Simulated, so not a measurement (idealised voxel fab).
Process module heading - voxel capacitor over wiring
Each square cell in cross-section cut measures 5 nm, and the section as a whole is 300 nm wide.
Throughout this document, each cross-section is represented as a grid of square cells and is presented as a sequence of bands enumerated from the top downward, where a band comprises one or more rows of cells.
The entry gives the band's vertical extent as a top height and a bottom height in nm, then its horizontal make-up as materials from left to right, each with a width in nm. "blank" stands for empty space; a single material marked "full width" fills the band edge to edge.
Heights are expressed relative to 0, this being the level below which the as-received wafer comprises one material exclusively. The lowest band is unbounded in the downward direction and is denoted as in "from 0 down".
It should be noted that a width expressed as "30..40" varies in equal increments from row to row of cells within the band, taking the value of the first number at the top row and that of the second number at the bottom row.
Any step labelled "everything unchanged" changed none of the cells in the cross-section.
In "Closed empty spaces" the enclosed voids are listed, meaning empty spaces of 8 cells or larger without any opening to the top. The form is width x height at distance, distance from the left edge, units nm.
On each step's line, the part that comes after the settings is the simulator's own comment on the step.
On any step carrying a mask, the "overlay nm" setting, if present on the step's line, tells how far right of its planned place the mask lay; negative values point to the left.
Plan:
- 1: RECEIVE [material Si]
- 2: CONFORMAL_DEP [material SiO2] [thk nm 15]
- 3: CONFORMAL_DEP [material SiN] [thk nm 5]
- 4: DIRECTIONAL_DEP [material SiO2] [thk nm 15]
- 5: PATTERN [tone open] [mask id METAL_1] [material resist] [width nm 25] [pitch nm 85] [thk nm 20] [overlay nm 0]
- 6: DIRECTIONAL_ETCH [etch materials SiO2] [depth nm 15]
- 7: DIRECTIONAL_ETCH [etch materials SiN] [depth nm 5]
- 8: STRIP [etch materials resist]
- 9: CONFORMAL_DEP [material TiN] [thk nm 5]
- 10: FILL_DEP [material Cu] [thk nm 5]
- 11: CMP [height nm 35]
- 12: EPI [material Ru] [thk nm 5]
- 13: FILL_DEP [material SiCN] [thk nm 5]
- 14: DIRECTIONAL_DEP [material SiO2] [thk nm 20]
- 15: PATTERN [tone open] [mask id PLUG_1] [material resist] [width nm 15] [thk nm 15] [overlay nm 0]
- 16: DIRECTIONAL_ETCH [etch materials SiO2] [depth nm 20]
- 17: DIRECTIONAL_ETCH [etch materials SiCN] [depth nm 5]
- 18: STRIP [etch materials resist]
- 19: CONFORMAL_DEP [material TiN] [thk nm 5]
- 20: FILL_DEP [material W] [thk nm 5]
- 21: CMP [height nm 65]
- 22: DIRECTIONAL_DEP [material TiN] [thk nm 5]
- 23: DIRECTIONAL_DEP [material SiN] [thk nm 5]
- 24: DIRECTIONAL_DEP [material TiN] [thk nm 5]
- 25: DIRECTIONAL_DEP [material aC] [thk nm 15]
- 26: PATTERN [tone cover] [mask id UPPER_PLATE] [material resist] [width nm 65] [thk nm 35] [overlay nm 0]
- 27: DIRECTIONAL_ETCH [etch materials aC] [depth nm 15]
- 28: STRIP [etch materials resist]
- 29: DIRECTIONAL_ETCH [etch materials TiN] [depth nm 5]
- 30: DIRECTIONAL_ETCH [etch materials SiN] [depth nm 5]
- 31: STRIP [etch materials aC]
- 32: MASKED_ETCH [tone cover] [mask id LOWER_PLATE] [width nm 75] [etch materials TiN] [depth nm 5] [overlay nm 0]
- 33: FILL_DEP [material SiO2] [thk nm 20]
- 34: CMP [height nm 95]
- 35: PATTERN [tone open] [mask id PLUG_2] [material resist] [width nm 15] [thk nm 20] [overlay nm 0]
- 36: DIRECTIONAL_ETCH [etch materials SiO2] [depth nm 15]
- 37: STRIP [etch materials resist]
- 38: CONFORMAL_DEP [material TiN] [thk nm 5]
- 39: FILL_DEP [material W] [thk nm 5]
- 40: CMP [height nm 95]
- 41: CONFORMAL_DEP [material SiN] [thk nm 5]
Cross-section, incoming material, after step 1:
    from 0 down | Si full width
    Closed empty spaces: none
End-of-module XS, first of two wafers, run as planned:
    from 100 to 95 | SiN full width
    from 95 to 85 | 115 of SiO2 | 5 of TiN | 5 of W | 5 of TiN | 170 of SiO2
    from 85 to 75 | 115..105 of SiO2 | 15..65 of TiN | 170..130 of SiO2
    from 75 to 70 | 105 of SiO2 | 65 of SiN | 130 of SiO2
    from 70 to 65 | 100 of SiO2 | 75 of TiN | 125 of SiO2
    from 65 to 45 | 105 of SiO2 | 5 of TiN | 5 of W | 5 of TiN | 180 of SiO2
    from 45 to 40 | 105 of SiCN | 15 of TiN | 180 of SiCN
    from 40 to 35 | 90 of SiCN | 35 of Ru | 50 of SiCN | 35 of Ru | 90 of SiCN
    from 35 to 20 | 95 of SiO2 | 5 of TiN | 15 of Cu | 5 of TiN | 60 of SiO2 | 5 of TiN | 15 of Cu | 5 of TiN | 95 of SiO2
    from 20 to 15 | 95 of SiN | 25 of TiN | 60 of SiN | 25 of TiN | 95 of SiN
    from 15 to 0 | SiO2 full width
    from 0 down | Si full width
    Closed empty spaces: none
Now the second wafer, cross-sectioned at the end of the module. Nothing different at the start, nothing different in the plan compared with the first, just one mistake when it was actually run:
    from 100 to 95 | SiN full width
    from 95 to 85 | 115 of SiO2 | 5 of TiN | 5 of W | 5 of TiN | 170 of SiO2
    from 85 to 75 | 115..105 of SiO2 | 15..65 of TiN | 170..130 of SiO2
    from 75 to 70 | 105 of SiO2 | 65 of SiN | 130 of SiO2
    from 70 to 65 | 100 of SiO2 | 75 of TiN | 125 of SiO2
    from 65 to 45 | 105 of SiO2 | 5 of TiN | 10 of W | 5 of TiN | 175 of SiO2
    from 45 to 40 | 105 of SiCN | 20 of TiN | 175 of SiCN
    from 40 to 35 | 90 of SiCN | 35 of Ru | 50 of SiCN | 35 of Ru | 90 of SiCN
    from 35 to 20 | 95 of SiO2 | 5 of TiN | 15 of Cu | 5 of TiN | 60 of SiO2 | 5 of TiN | 15 of Cu | 5 of TiN | 95 of SiO2
    from 20 to 15 | 95 of SiN | 25 of TiN | 60 of SiN | 25 of TiN | 95 of SiN
    from 15 to 0 | SiO2 full width
    from 0 down | Si full width
    Closed empty spaces: none
Want to know what went wrong? step 15 deviated from plan and actually ran as PATTERN [tone open] [mask id PLUG_1] [material resist] [width nm 20] [thk nm 15] [overlay nm 0]
Counted in cells at the end, the second wafer holds more or fewer of these materials than the first: -1 SiCN | -4 SiO2 | +1 TiN | +4 W
